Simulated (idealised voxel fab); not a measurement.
The following process module bears the name voxel trench capacitor.
Cross-section cut spans 280 nm and uses square cells 5 nm in size.
Cross-section = grid of square cells, listed top down in bands; band = one or more rows.
For a band, the entry starts with two heights in nm, that of the top and then that of the bottom, and carries on with the band's materials in order from left to right, each alongside its width in nm; the word "everywhere" beside a single material means it fills the band edge to edge, and "empty" means empty space.
Heights are measured from 0, the level below which the as-received wafer is all one material; the lowest band has no bottom and continues downward, written as in "0 -> down".
The notation "30 to 40" denotes a width that varies across the rows of cells in the band, beginning at the first number in the top row, finishing at the second number in the bottom row, and changing by an identical amount from each row to the next.
"nothing altered" means the step left every cell of the cross-section as it was.
The list in "Trapped cavities" covers empty spaces of 8 cells or more that cannot reach the top through any open way, and it gives each as width x height at distance; the distance is from the left edge, and width, height and distance are in nm.
Text after the settings on a step's line: the simulator's own remark on that step.
overlay nm: how far to the right of its planned place the mask lay on this masked step (negative: to the left).
# Set out below are the planned steps of the process
step 1: RECEIVE: material Si
step 2: CONFORMAL_DEP: material SiN, thk nm 10
step 3: DIRECTIONAL_DEP: material aC, thk nm 10
step 4: PATTERN: tone open, mask id TRENCH, material resist, width nm 15, pitch nm 30, thk nm 25, overlay nm 0
step 5: DIRECTIONAL_ETCH: etch materials aC, depth nm 10
step 6: STRIP: etch materials resist
step 7: DIRECTIONAL_ETCH: etch materials SiN, depth nm 10
step 8: DIRECTIONAL_ETCH: etch materials Si, depth nm 30
step 9: STRIP: etch materials aC
step 10: CONFORMAL_DEP: material Al2O3, thk nm 5
step 11: FILL_DEP: material polySi, thk nm 5
step 12: CMP: height nm 10
# First wafer out of two, processed as planned
# Cross-section of the wafer at receipt, which is the condition after step 1
  0 -> down = Si everywhere
  Trapped cavities: none
# Cross-section of the wafer after step 2
  10 -> 0 = SiN everywhere
  Below 0, no change.
# Cross-section of the wafer after step 3
  20 -> 10 = aC everywhere
  Below 10, no change.
# Cross-section of the wafer after step 4
  45 -> 20 = resist: 115  empty: 15  resist: 15  empty: 15  resist: 120
  Below 20, no change.
# Cross-section of the wafer after step 5
  35 -> 20 = resist: 115  empty: 15  resist: 15  empty: 15  resist: 120
  20 -> 10 = aC: 115  empty: 15  aC: 15  empty: 15  aC: 120
  Below 10, no change.
# Cross-section of the wafer after step 6
  20 -> 10 = aC: 115  empty: 15  aC: 15  empty: 15  aC: 120
  Below 10, no change.
# Cross-section of the wafer after step 7
  20 -> 10 = aC: 115  empty: 15  aC: 15  empty: 15  aC: 120
  10 -> 0 = SiN: 115  empty: 15  SiN: 15  empty: 15  SiN: 120
  Below 0, no change.
# Cross-section of the wafer after step 8
  20 -> 10 = aC: 115  empty: 15  aC: 15  empty: 15  aC: 120
  10 -> 0 = SiN: 115  empty: 15  SiN: 15  empty: 15  SiN: 120
  0 -> -30 = Si: 115  empty: 15  Si: 15  empty: 15  Si: 120
  Below -30, no change.
# Cross-section of the wafer after step 9
  10 -> 0 = SiN: 115  empty: 15  SiN: 15  empty: 15  SiN: 120
  Below 0, no change.
# Cross-section of the wafer after step 10
  15 -> 10 = Al2O3: 120  empty: 5  Al2O3: 25  empty: 5  Al2O3: 125
  10 -> 0 = SiN: 115  Al2O3: 5  empty: 5  Al2O3: 5  SiN: 15  Al2O3: 5  empty: 5  Al2O3: 5  SiN: 120
  0 -> -25 = Si: 115  Al2O3: 5  empty: 5  Al2O3: 5  Si: 15  Al2O3: 5  empty: 5  Al2O3: 5  Si: 120
  -25 -> -30 = Si: 115  Al2O3: 15  Si: 15  Al2O3: 15  Si: 120
  Below -30, no change.
# Cross-section of the wafer after step 11
  20 -> 15 = polySi everywhere
  15 -> 10 = Al2O3: 120  polySi: 5  Al2O3: 25  polySi: 5  Al2O3: 125
  10 -> 0 = SiN: 115  Al2O3: 5  polySi: 5  Al2O3: 5  SiN: 15  Al2O3: 5  polySi: 5  Al2O3: 5  SiN: 120
  0 -> -25 = Si: 115  Al2O3: 5  polySi: 5  Al2O3: 5  Si: 15  Al2O3: 5  polySi: 5  Al2O3: 5  Si: 120
  Below -25, no change.
# Cross-section of the wafer after step 12
  10 -> 0 = SiN: 115  Al2O3: 5  polySi: 5  Al2O3: 5  SiN: 15  Al2O3: 5  polySi: 5  Al2O3: 5  SiN: 120
  Below 0, no change.
# Okay, second wafer. Nothing different at the start, nothing different in the plan, just one mistake somewhere in the running. As far as step 3, counting that step, it's the first wafer all over again
# What the second wafer looks like in cross-section when step 4 should have wrapped up
  45 -> 20 = resist: 110  empty: 15  resist: 15  empty: 15  resist: 125
  Below 20, no change.
# What the second wafer looks like in cross-section when step 5 should have wrapped up
  35 -> 20 = resist: 110  empty: 15  resist: 15  empty: 15  resist: 125
  20 -> 10 = aC: 110  empty: 15  aC: 15  empty: 15  aC: 125
  Below 10, no change.
# What the second wafer looks like in cross-section when step 6 should have wrapped up
  20 -> 10 = aC: 110  empty: 15  aC: 15  empty: 15  aC: 125
  Below 10, no change.
# What the second wafer looks like in cross-section when step 7 should have wrapped up
  20 -> 10 = aC: 110  empty: 15  aC: 15  empty: 15  aC: 125
  10 -> 0 = SiN: 110  empty: 15  SiN: 15  empty: 15  SiN: 125
  Below 0, no change.
# What the second wafer looks like in cross-section when step 8 should have wrapped up
  20 -> 10 = aC: 110  empty: 15  aC: 15  empty: 15  aC: 125
  10 -> 0 = SiN: 110  empty: 15  SiN: 15  empty: 15  SiN: 125
  0 -> -30 = Si: 110  empty: 15  Si: 15  empty: 15  Si: 125
  Below -30, no change.
# What the second wafer looks like in cross-section when step 9 should have wrapped up
  10 -> 0 = SiN: 110  empty: 15  SiN: 15  empty: 15  SiN: 125
  Below 0, no change.
# What the second wafer looks like in cross-section when step 10 should have wrapped up
  15 -> 10 = Al2O3: 115  empty: 5  Al2O3: 25  empty: 5  Al2O3: 130
  10 -> 0 = SiN: 110  Al2O3: 5  empty: 5  Al2O3: 5  SiN: 15  Al2O3: 5  empty: 5  Al2O3: 5  SiN: 125
  0 -> -25 = Si: 110  Al2O3: 5  empty: 5  Al2O3: 5  Si: 15  Al2O3: 5  empty: 5  Al2O3: 5  Si: 125
  -25 -> -30 = Si: 110  Al2O3: 15  Si: 15  Al2O3: 15  Si: 125
  Below -30, no change.
# What the second wafer looks like in cross-section when step 11 should have wrapped up
  20 -> 15 = polySi everywhere
  15 -> 10 = Al2O3: 115  polySi: 5  Al2O3: 25  polySi: 5  Al2O3: 130
  10 -> 0 = SiN: 110  Al2O3: 5  polySi: 5  Al2O3: 5  SiN: 15  Al2O3: 5  polySi: 5  Al2O3: 5  SiN: 125
  0 -> -25 = Si: 110  Al2O3: 5  polySi: 5  Al2O3: 5  Si: 15  Al2O3: 5  polySi: 5  Al2O3: 5  Si: 125
  Below -25, no change.
# What the second wafer looks like in cross-section when step 12 should have wrapped up
  10 -> 0 = SiN: 110  Al2O3: 5  polySi: 5  Al2O3: 5  SiN: 15  Al2O3: 5  polySi: 5  Al2O3: 5  SiN: 125
  Below 0, no change.
So what did we get wrong on this run? so step 4 ended up running with a different setting than we planned, it ran as PATTERN: tone open, mask id TRENCH, material resist, width nm 15, pitch nm 30, thk nm 25, overlay nm -5
If you tally the cells, the second wafer ends up with the same amount of every material as the first; it's all just sitting in different places.
